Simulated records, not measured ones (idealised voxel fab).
Documented hereafter: the process module known as voxel trench capacitor.
Square cells of 5 nm make up the cross-section cut, whose width is 225 nm.
In this document a cross-section is written as a grid of square cells. It is given as a series of bands, listed from the top down, and a band is one or more rows of cells. Look at the band entry: it leads with the top's height and the bottom's height in nm. Then it lists the materials left to right, with a width in nm for each. The word "edge to edge" on a single material says that material fills the band edge to edge. The word "empty" is empty space. It should be noted that heights are counted from 0, beneath which the wafer as supplied is of one material throughout, and that the lowest band possesses no lower boundary but continues downward, as written in "top 0, no bottom". A width given as "30 to 40" starts at the first number in the band's top row and ends at the second number in its bottom row, shifting by an equal amount at every step from row to row. A step reported as "nothing changed" is a step in which no cell of the cross-section changed. Closed-off voids of 8+ cells (no open route to the top) go in "Entrapped voids", written width x height at distance from the left edge, in nm. Post-settings text on a step line: simulator's own remark regarding the step. Each step line may optionally specify "overlay nm", which for a step with a mask gives the rightward distance between the mask's planned place and where it lay, a negative value indicating the leftward direction.

The steps planned for the process are as follows
step 1: RECEIVE [material Si]
step 2: CONFORMAL_DEP [material SiN] [thk nm 10]
step 3: MASKED_ETCH [tone open] [mask id TRENCH] [width nm 15] [pitch nm 35] [etch materials SiN] [depth nm 10] [overlay nm 0]
step 4: MASKED_ETCH [tone open] [mask id TRENCH] [width nm 15] [pitch nm 35] [etch materials Si] [depth nm 40] [overlay nm 0]
step 5: CONFORMAL_DEP [material Al2O3] [thk nm 5]
step 6: FILL_DEP [material polySi] [thk nm 10]
step 7: CMP [height nm 10]

This is the cross-section of the wafer as we received it, i.e. after step 1
    top 0, no bottom: Si edge to edge
    Entrapped voids: none

Below is the wafer in cross-section after the module was completed. It began from the starting point shown above and followed the plan shown above, except that one mistake was made while running it
    top 25, bottom 15: polySi edge to edge
    top 15, bottom 10: 75 nm Al2O3 | 5 nm polySi | 30 nm Al2O3 | 5 nm polySi | 30 nm Al2O3 | 5 nm polySi | 75 nm Al2O3
    top 10, bottom 0: 70 nm SiN | 5 nm Al2O3 | 5 nm polySi | 5 nm Al2O3 | 20 nm SiN | 5 nm Al2O3 | 5 nm polySi | 5 nm Al2O3 | 20 nm SiN | 5 nm Al2O3 | 5 nm polySi | 5 nm Al2O3 | 70 nm SiN
    top 0, bottom -35: 70 nm Si | 5 nm Al2O3 | 5 nm polySi | 5 nm Al2O3 | 20 nm Si | 5 nm Al2O3 | 5 nm polySi | 5 nm Al2O3 | 20 nm Si | 5 nm Al2O3 | 5 nm polySi | 5 nm Al2O3 | 70 nm Si
    top -35, bottom -40: 70 nm Si | 15 nm Al2O3 | 20 nm Si | 15 nm Al2O3 | 20 nm Si | 15 nm Al2O3 | 70 nm Si
    top -40, no bottom: Si edge to edge
    Entrapped voids: none
Finding, execution versus plan: yeah, step 7 of the plan got skipped, never ran
